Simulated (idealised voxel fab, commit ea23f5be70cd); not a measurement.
Process module under the name voxel self aligned contacts
Square cells of 5 nm make up the cross-section cut, whose width is 240 nm.
Throughout this document, each cross-section is represented as a grid of square cells and is presented as a sequence of bands enumerated from the top downward, where a band comprises one or more rows of cells. Band: top and bottom heights (nm) first, top before bottom; then materials from left to right, widths in nm. "all across" marks a sole material filling the band edge to edge. "empty" denotes empty space. The level at which height equals 0 is the one under which the wafer, as it arrives, is entirely one material. No lower edge exists for the bottom band, which continues downward and is notated as in "from 0 down". The two numbers in a width such as "30..40" mark its ends across the band: the first belongs to the top row of cells, the second to the bottom row, and from each row to the next the width moves by the same amount. A step reported as "changes: none" is a step in which no cell of the cross-section changed. "Unvented voids": sealed empty spaces, 8 cells or more, no open way to top, listed width x height at distance, with distance from the left edge and width, height and distance in nm. Past the settings on a step's line: simulator remark, on that step. The line of a step may include "overlay nm". On a step with a mask, this value is how far to the right of its planned place the mask lay. A negative value means the mask lay to the left.
### Intended process steps
1: RECEIVE with material Si
2: OXIDIZE with depth nm 5
3: DIRECTIONAL_DEP with material polySi, thk nm 30
4: DIRECTIONAL_DEP with material SiN, thk nm 20
5: DIRECTIONAL_DEP with material aC, thk nm 10
6: PATTERN with tone cover, mask id GATE, material resist, width nm 25, pitch nm 65, thk nm 30, overlay nm 0
7: DIRECTIONAL_ETCH with etch materials aC, depth nm 10
8: STRIP with etch materials resist
9: DIRECTIONAL_ETCH with etch materials SiN, depth nm 20
10: DIRECTIONAL_ETCH with etch materials polySi, depth nm 30
11: STRIP with etch materials aC
12: CONFORMAL_DEP with material SiN, thk nm 10
13: DIRECTIONAL_ETCH with etch materials SiN, depth nm 10
14: FILL_DEP with material SiO2, thk nm 15
15: CMP with height nm 50
16: DIRECTIONAL_DEP with material aC, thk nm 10
17: PATTERN with tone open, mask id CONTACT, material resist, width nm 50, thk nm 25, overlay nm 0
18: DIRECTIONAL_ETCH with etch materials aC, depth nm 10
19: STRIP with etch materials resist
20: DIRECTIONAL_ETCH with etch materials SiO2, depth nm 65
21: STRIP with etch materials aC
22: CONFORMAL_DEP with material TiN, thk nm 5
23: FILL_DEP with material W, thk nm 5
24: CMP with height nm 60
25: CONFORMAL_DEP with material SiN, thk nm 5
Heads up: all these wafers start the same, and what changes between them is the height nm in step 15. The value you see in the plan is just what the first wafer got.
### After step 1, as received: first of several wafers, cross-section
from 0 down  Si all across
Unvented voids: none
### End of module, by wafer: material-by-material cell gain (+) or loss (-) since receipt, then closed voids
height nm 50; -48 Si; +168 SiN; +304 SiO2; +70 TiN; +70 W; +60 polySi; Unvented voids: none
height nm 55; -48 Si; +168 SiN; +342 SiO2; +72 TiN; +30 W; +60 polySi; Unvented voids: none
height nm 60; -48 Si; +168 SiN; +380 SiO2; +34 TiN; +30 W; +60 polySi; Unvented voids: none
height nm 65; -48 Si; +168 SiN; +384 SiO2; +32 TiN; +28 W; +60 polySi; Unvented voids: none
